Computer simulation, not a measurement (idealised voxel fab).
Name of the process module below: voxel tone inversion
The cross-section shown here is cut; it is 220 nm wide and divided into square cells measuring 5 nm on a side.
This document writes a cross-section as a grid whose cells are square, and gives it as bands, listed from the top down; one or more rows of cells form a band. This entry defines a band. It first specifies the height of the band's top and the height of its bottom in nm, and then specifies the band's materials from left to right, stating each material with its width in nm. The word "full width" identifies a single material that fills the band from edge to edge, while the word "air" identifies empty space. Beneath 0, the wafer as received is one material, and that level is where height counting begins. The lowest band goes on downward without a bottom; it is written like "top 0, no bottom". Quick explanation for "30 to 40": the width changes in equal steps down the rows of cells, from the first number in the band's top row to the second number in its bottom row. A step reported as "nothing got changed" is a step in which no cell of the cross-section changed. "Fully sealed cavities" specifies each empty space that is not open to the top and that occupies no fewer than 8 cells, using the form width x height at distance, the distance measured from the left edge and all three quantities in nm. Past the settings on a step's line: simulator remark, on that step. overlay nm: for a step with a mask, the amount by which the mask lay right of where it was planned; a negative amount means left of it. If you're wondering how to read the rest of this, here's the deal. It's pairs of cross-sections: one from before a process step, one from after it. The after one is only drawn as far down as the lowest band that changed. Right under each pair you'll see which step sits between them and what its settings were. Don't read the pairs as one continuous story, though. They can come from different runs of this module on the same starting wafer, and a pair only carries on from the one above it where its entry headed "Before the process" says so.

**Before the process**
top 0, no bottom: Si full width
Fully sealed cavities: none

**Post-Step Snapshot**
top 10, bottom 0: SiN full width
Whatever lies below 0 is exactly as it was before.
Fully sealed cavities: none
In between the cross-sections above, the run called for CONFORMAL_DEP,material SiN,thk nm 10

Before the process: as shown after the step in the preceding pair, directly above.

**Post-Step Snapshot**
top 25, bottom 10: polySi full width
Whatever lies below 10 is exactly as it was before.
Fully sealed cavities: none
In between the cross-sections above, the run called for DIRECTIONAL_DEP,material polySi,thk nm 15

Before the process: as shown after the step in the preceding pair, directly above.

**Post-Step Snapshot**
top 45, bottom 25: air 55 nm, resist 25 nm, air 15 nm, resist 25 nm, air 15 nm, resist 25 nm, air 60 nm
Whatever lies below 25 is exactly as it was before.
Fully sealed cavities: none
In between the cross-sections above, the run called for PATTERN,tone cover,mask id POSTS,material resist,width nm 25,pitch nm 40,thk nm 20,overlay nm 0

Before the process: as shown after the step in the preceding pair, directly above.

**Post-Step Snapshot**
top 45, bottom 25: air 55 nm, resist 25 nm, air 15 nm, resist 25 nm, air 15 nm, resist 25 nm, air 60 nm
top 25, bottom 10: air 55 nm, polySi 25 nm, air 15 nm, polySi 25 nm, air 15 nm, polySi 25 nm, air 60 nm
Whatever lies below 10 is exactly as it was before.
Fully sealed cavities: none
In between the cross-sections above, the run called for DIRECTIONAL_ETCH,etch materials polySi,depth nm 15

Before the process: as shown after the step in the preceding pair, directly above.

**Post-Step Snapshot**
top 25, bottom 10: air 55 nm, polySi 25 nm, air 15 nm, polySi 25 nm, air 15 nm, polySi 25 nm, air 60 nm
Whatever lies below 10 is exactly as it was before.
Fully sealed cavities: none
In between the cross-sections above, the run called for STRIP,etch materials resist

Before the process: as shown after the step in the preceding pair, directly above.

**Post-Step Snapshot**
top 35, bottom 25: SiO2 full width
top 25, bottom 10: SiO2 55 nm, polySi 25 nm, SiO2 15 nm, polySi 25 nm, SiO2 15 nm, polySi 25 nm, SiO2 60 nm
Whatever lies below 10 is exactly as it was before.
Fully sealed cavities: none
In between the cross-sections above, the run called for FILL_DEP,material SiO2,thk nm 10

Before the process: as shown after the step in the preceding pair, directly above.

**Post-Step Snapshot**
top 25, bottom 10: SiO2 55 nm, polySi 25 nm, SiO2 15 nm, polySi 25 nm, SiO2 15 nm, polySi 25 nm, SiO2 60 nm
Whatever lies below 10 is exactly as it was before.
Fully sealed cavities: none
In between the cross-sections above, the run called for CMP,height nm 25

Before the process: as shown after the step in the preceding pair, directly above.

**Post-Step Snapshot**
top 25, bottom 10: SiO2 55 nm, air 25 nm, SiO2 15 nm, air 25 nm, SiO2 15 nm, air 25 nm, SiO2 60 nm
Whatever lies below 10 is exactly as it was before.
Fully sealed cavities: none
In between the cross-sections above, the run called for STRIP,etch materials polySi

**Before the process**
top 0, no bottom: Si full width
Fully sealed cavities: none

**Post-Step Snapshot**
top 15, bottom 0: polySi full width
Whatever lies below 0 is exactly as it was before.
Fully sealed cavities: none
In between the cross-sections above, the run called for DIRECTIONAL_DEP,material polySi,thk nm 15

Before the process: as shown after the step in the preceding pair, directly above.

**Post-Step Snapshot**
top 35, bottom 15: air 55 nm, resist 25 nm, air 15 nm, resist 25 nm, air 15 nm, resist 25 nm, air 60 nm
Whatever lies below 15 is exactly as it was before.
Fully sealed cavities: none
In between the cross-sections above, the run called for PATTERN,tone cover,mask id POSTS,material resist,width nm 25,pitch nm 40,thk nm 20,overlay nm 0

Before the process: as shown after the step in the preceding pair, directly above.

**Post-Step Snapshot**
top 35, bottom 15: air 55 nm, resist 25 nm, air 15 nm, resist 25 nm, air 15 nm, resist 25 nm, air 60 nm
top 15, bottom 0: air 55 nm, polySi 25 nm, air 15 nm, polySi 25 nm, air 15 nm, polySi 25 nm, air 60 nm
Whatever lies below 0 is exactly as it was before.
Fully sealed cavities: none
In between the cross-sections above, the run called for DIRECTIONAL_ETCH,etch materials polySi,depth nm 15

Before the process: as shown after the step in the preceding pair, directly above.

**Post-Step Snapshot**
top 15, bottom 0: air 55 nm, polySi 25 nm, air 15 nm, polySi 25 nm, air 15 nm, polySi 25 nm, air 60 nm
Whatever lies below 0 is exactly as it was before.
Fully sealed cavities: none
In between the cross-sections above, the run called for STRIP,etch materials resist

Before the process: as shown after the step in the preceding pair, directly above.

**Post-Step Snapshot**
top 25, bottom 15: SiO2 full width
top 15, bottom 0: SiO2 55 nm, polySi 25 nm, SiO2 15 nm, polySi 25 nm, SiO2 15 nm, polySi 25 nm, SiO2 60 nm
Whatever lies below 0 is exactly as it was before.
Fully sealed cavities: none
In between the cross-sections above, the run called for FILL_DEP,material SiO2,thk nm 10

**Before the process**
top 15, bottom 0: polySi full width
top 0, no bottom: Si full width
Fully sealed cavities: none

**Post-Step Snapshot**
top 25, bottom 15: SiN full width
Whatever lies below 15 is exactly as it was before.
Fully sealed cavities: none
In between the cross-sections above, the run called for CONFORMAL_DEP,material SiN,thk nm 10

Before the process: as shown after the step in the preceding pair, directly above.

**Post-Step Snapshot**
top 45, bottom 25: air 55 nm, resist 25 nm, air 15 nm, resist 25 nm, air 15 nm, resist 25 nm, air 60 nm
Whatever lies below 25 is exactly as it was before.
Fully sealed cavities: none
In between the cross-sections above, the run called for PATTERN,tone cover,mask id POSTS,material resist,width nm 25,pitch nm 40,thk nm 20,overlay nm 0

Before the process: as shown after the step in the preceding pair, directly above.

**Post-Step Snapshot**
top 25, bottom 15: SiN full width
Whatever lies below 15 is exactly as it was before.
Fully sealed cavities: none
In between the cross-sections above, the run called for STRIP,etch materials resist

Before the process: as shown after the step in the preceding pair, directly above.

**Post-Step Snapshot**
top 35, bottom 25: SiO2 full width
Whatever lies below 25 is exactly as it was before.
Fully sealed cavities: none
In between the cross-sections above, the run called for FILL_DEP,material SiO2,thk nm 10

Before the process: as shown after the step in the preceding pair, directly above.

**Post-Step Snapshot**
top 25, bottom 15: SiN full width
Whatever lies below 15 is exactly as it was before.
Fully sealed cavities: none
In between the cross-sections above, the run called for CMP,height nm 25

**Before the process**
top 35, bottom 25: SiO2 full width
top 25, bottom 10: SiO2 55 nm, polySi 25 nm, SiO2 15 nm, polySi 25 nm, SiO2 15 nm, polySi 25 nm, SiO2 60 nm
top 10, bottom 0: SiN full width
top 0, no bottom: Si full width
Fully sealed cavities: none

**Post-Step Snapshot**
top 15, bottom 10: SiO2 55 nm, polySi 25 nm, SiO2 15 nm, polySi 25 nm, SiO2 15 nm, polySi 25 nm, SiO2 60 nm
Whatever lies below 10 is exactly as it was before.
Fully sealed cavities: none
In between the cross-sections above, the run called for CMP,height nm 15

Before the process: as shown after the step in the preceding pair, directly above.

**Post-Step Snapshot**
top 15, bottom 10: SiO2 55 nm, air 25 nm, SiO2 15 nm, air 25 nm, SiO2 15 nm, air 25 nm, SiO2 60 nm
Whatever lies below 10 is exactly as it was before.
Fully sealed cavities: none
In between the cross-sections above, the run called for STRIP,etch materials polySi

**Before the process**
top 25, bottom 10: polySi full width
top 10, bottom 0: SiN full width
top 0, no bottom: Si full width
Fully sealed cavities: none

**Post-Step Snapshot**
top 45, bottom 25: air 60 nm, resist 15 nm, air 25 nm, resist 15 nm, air 25 nm, resist 15 nm, air 65 nm
Whatever lies below 25 is exactly as it was before.
Fully sealed cavities: none
In between the cross-sections above, the run called for PATTERN,tone cover,mask id POSTS,material resist,width nm 15,pitch nm 40,thk nm 20,overlay nm 0

Before the process: as shown after the step in the preceding pair, directly above.

**Post-Step Snapshot**
top 45, bottom 25: air 60 nm, resist 15 nm, air 25 nm, resist 15 nm, air 25 nm, resist 15 nm, air 65 nm
top 25, bottom 10: air 60 nm, polySi 15 nm, air 25 nm, polySi 15 nm, air 25 nm, polySi 15 nm, air 65 nm
Whatever lies below 10 is exactly as it was before.
Fully sealed cavities: none
In between the cross-sections above, the run called for DIRECTIONAL_ETCH,etch materials polySi,depth nm 15

Before the process: as shown after the step in the preceding pair, directly above.

**Post-Step Snapshot**
top 25, bottom 10: air 60 nm, polySi 15 nm, air 25 nm, polySi 15 nm, air 25 nm, polySi 15 nm, air 65 nm
Whatever lies below 10 is exactly as it was before.
Fully sealed cavities: none
In between the cross-sections above, the run called for STRIP,etch materials resist

Before the process: as shown after the step in the preceding pair, directly above.

**Post-Step Snapshot**
top 35, bottom 25: SiO2 full width
top 25, bottom 10: SiO2 60 nm, polySi 15 nm, SiO2 25 nm, polySi 15 nm, SiO2 25 nm, polySi 15 nm, SiO2 65 nm
Whatever lies below 10 is exactly as it was before.
Fully sealed cavities: none
In between the cross-sections above, the run called for FILL_DEP,material SiO2,thk nm 10

Before the process: as shown after the step in the preceding pair, directly above.

**Post-Step Snapshot**
top 25, bottom 10: SiO2 60 nm, polySi 15 nm, SiO2 25 nm, polySi 15 nm, SiO2 25 nm, polySi 15 nm, SiO2 65 nm
Whatever lies below 10 is exactly as it was before.
Fully sealed cavities: none
In between the cross-sections above, the run called for CMP,height nm 25

Before the process: as shown after the step in the preceding pair, directly above.

**Post-Step Snapshot**
top 25, bottom 10: SiO2 60 nm, air 15 nm, SiO2 25 nm, air 15 nm, SiO2 25 nm, air 15 nm, SiO2 65 nm
Whatever lies below 10 is exactly as it was before.
Fully sealed cavities: none
In between the cross-sections above, the run called for STRIP,etch materials polySi

**Before the process**
top 25, bottom 10: polySi full width
top 10, bottom 0: SiN full width
top 0, no bottom: Si full width
Fully sealed cavities: none

**Post-Step Snapshot**
top 45, bottom 25: air 50 nm, resist 25 nm, air 15 nm, resist 25 nm, air 15 nm, resist 25 nm, air 65 nm
Whatever lies below 25 is exactly as it was before.
Fully sealed cavities: none
In between the cross-sections above, the run called for PATTERN,tone cover,mask id POSTS,material resist,width nm 25,pitch nm 40,thk nm 20,overlay nm -5

Before the process: as shown after the step in the preceding pair, directly above.

**Post-Step Snapshot**
top 45, bottom 25: air 50 nm, resist 25 nm, air 15 nm, resist 25 nm, air 15 nm, resist 25 nm, air 65 nm
top 25, bottom 10: air 50 nm, polySi 25 nm, air 15 nm, polySi 25 nm, air 15 nm, polySi 25 nm, air 65 nm
Whatever lies below 10 is exactly as it was before.
Fully sealed cavities: none
In between the cross-sections above, the run called for DIRECTIONAL_ETCH,etch materials polySi,depth nm 15

Before the process: as shown after the step in the preceding pair, directly above.

**Post-Step Snapshot**
top 25, bottom 10: air 50 nm, polySi 25 nm, air 15 nm, polySi 25 nm, air 15 nm, polySi 25 nm, air 65 nm
Whatever lies below 10 is exactly as it was before.
Fully sealed cavities: none
In between the cross-sections above, the run called for STRIP,etch materials resist

Before the process: as shown after the step in the preceding pair, directly above.

**Post-Step Snapshot**
top 35, bottom 25: SiO2 full width
top 25, bottom 10: SiO2 50 nm, polySi 25 nm, SiO2 15 nm, polySi 25 nm, SiO2 15 nm, polySi 25 nm, SiO2 65 nm
Whatever lies below 10 is exactly as it was before.
Fully sealed cavities: none
In between the cross-sections above, the run called for FILL_DEP,material SiO2,thk nm 10

Before the process: as shown after the step in the preceding pair, directly above.

**Post-Step Snapshot**
top 25, bottom 10: SiO2 50 nm, polySi 25 nm, SiO2 15 nm, polySi 25 nm, SiO2 15 nm, polySi 25 nm, SiO2 65 nm
Whatever lies below 10 is exactly as it was before.
Fully sealed cavities: none
In between the cross-sections above, the run called for CMP,height nm 25

Before the process: as shown after the step in the preceding pair, directly above.

**Post-Step Snapshot**
top 25, bottom 10: SiO2 50 nm, air 25 nm, SiO2 15 nm, air 25 nm, SiO2 15 nm, air 25 nm, SiO2 65 nm
Whatever lies below 10 is exactly as it was before.
Fully sealed cavities: none
In between the cross-sections above, the run called for STRIP,etch materials polySi

**Before the process**
top 10, bottom 0: SiN full width
top 0, no bottom: Si full width
Fully sealed cavities: none

**Post-Step Snapshot**
top 25, bottom 10: SiO2 full width
Whatever lies below 10 is exactly as it was before.
Fully sealed cavities: none
In between the cross-sections above, the run called for DIRECTIONAL_DEP,material SiO2,thk nm 15

Before the process: as shown after the step in the preceding pair, directly above.

**Post-Step Snapshot**
top 45, bottom 25: air 55 nm, resist 25 nm, air 15 nm, resist 25 nm, air 15 nm, resist 25 nm, air 60 nm
Whatever lies below 25 is exactly as it was before.
Fully sealed cavities: none
In between the cross-sections above, the run called for PATTERN,tone cover,mask id POSTS,material resist,width nm 25,pitch nm 40,thk nm 20,overlay nm 0

Before the process: as shown after the step in the preceding pair, directly above.

**Post-Step Snapshot**
top 25, bottom 10: SiO2 full width
Whatever lies below 10 is exactly as it was before.
Fully sealed cavities: none
In between the cross-sections above, the run called for STRIP,etch materials resist

Before the process: as shown after the step in the preceding pair, directly above.

**Post-Step Snapshot**
top 35, bottom 10: SiO2 full width
Whatever lies below 10 is exactly as it was before.
Fully sealed cavities: none
In between the cross-sections above, the run called for FILL_DEP,material SiO2,thk nm 10

Before the process: as shown after the step in the preceding pair, directly above.

**Post-Step Snapshot**
top 25, bottom 10: SiO2 full width
Whatever lies below 10 is exactly as it was before.
Fully sealed cavities: none
In between the cross-sections above, the run called for CMP,height nm 25

**Before the process**
top 25, bottom 10: polySi full width
top 10, bottom 0: SiN full width
top 0, no bottom: Si full width
Fully sealed cavities: none

**Post-Step Snapshot**
top 45, bottom 25: resist 55 nm, air 25 nm, resist 15 nm, air 25 nm, resist 15 nm, air 25 nm, resist 60 nm
Whatever lies below 25 is exactly as it was before.
Fully sealed cavities: none
In between the cross-sections above, the run called for PATTERN,tone open,mask id POSTS,material resist,width nm 25,pitch nm 40,thk nm 20,overlay nm 0

Before the process: as shown after the step in the preceding pair, directly above.

**Post-Step Snapshot**
top 45, bottom 25: resist 55 nm, air 25 nm, resist 15 nm, air 25 nm, resist 15 nm, air 25 nm, resist 60 nm
top 25, bottom 10: polySi 55 nm, air 25 nm, polySi 15 nm, air 25 nm, polySi 15 nm, air 25 nm, polySi 60 nm
Whatever lies below 10 is exactly as it was before.
Fully sealed cavities: none
In between the cross-sections above, the run called for DIRECTIONAL_ETCH,etch materials polySi,depth nm 15

Before the process: as shown after the step in the preceding pair, directly above.

**Post-Step Snapshot**
top 25, bottom 10: polySi 55 nm, air 25 nm, polySi 15 nm, air 25 nm, polySi 15 nm, air 25 nm, polySi 60 nm
Whatever lies below 10 is exactly as it was before.
Fully sealed cavities: none
In between the cross-sections above, the run called for STRIP,etch materials resist

Before the process: as shown after the step in the preceding pair, directly above.

**Post-Step Snapshot**
top 35, bottom 25: SiO2 full width
top 25, bottom 10: polySi 55 nm, SiO2 25 nm, polySi 15 nm, SiO2 25 nm, polySi 15 nm, SiO2 25 nm, polySi 60 nm
Whatever lies below 10 is exactly as it was before.
Fully sealed cavities: none
In between the cross-sections above, the run called for FILL_DEP,material SiO2,thk nm 10

Before the process: as shown after the step in the preceding pair, directly above.

**Post-Step Snapshot**
top 25, bottom 10: polySi 55 nm, SiO2 25 nm, polySi 15 nm, SiO2 25 nm, polySi 15 nm, SiO2 25 nm, polySi 60 nm
Whatever lies below 10 is exactly as it was before.
Fully sealed cavities: none
In between the cross-sections above, the run called for CMP,height nm 25

Before the process: as shown after the step in the preceding pair, directly above.

**Post-Step Snapshot**
top 25, bottom 10: air 55 nm, SiO2 25 nm, air 15 nm, SiO2 25 nm, air 15 nm, SiO2 25 nm, air 60 nm
Whatever lies below 10 is exactly as it was before.
Fully sealed cavities: none
In between the cross-sections above, the run called for STRIP,etch materials polySi
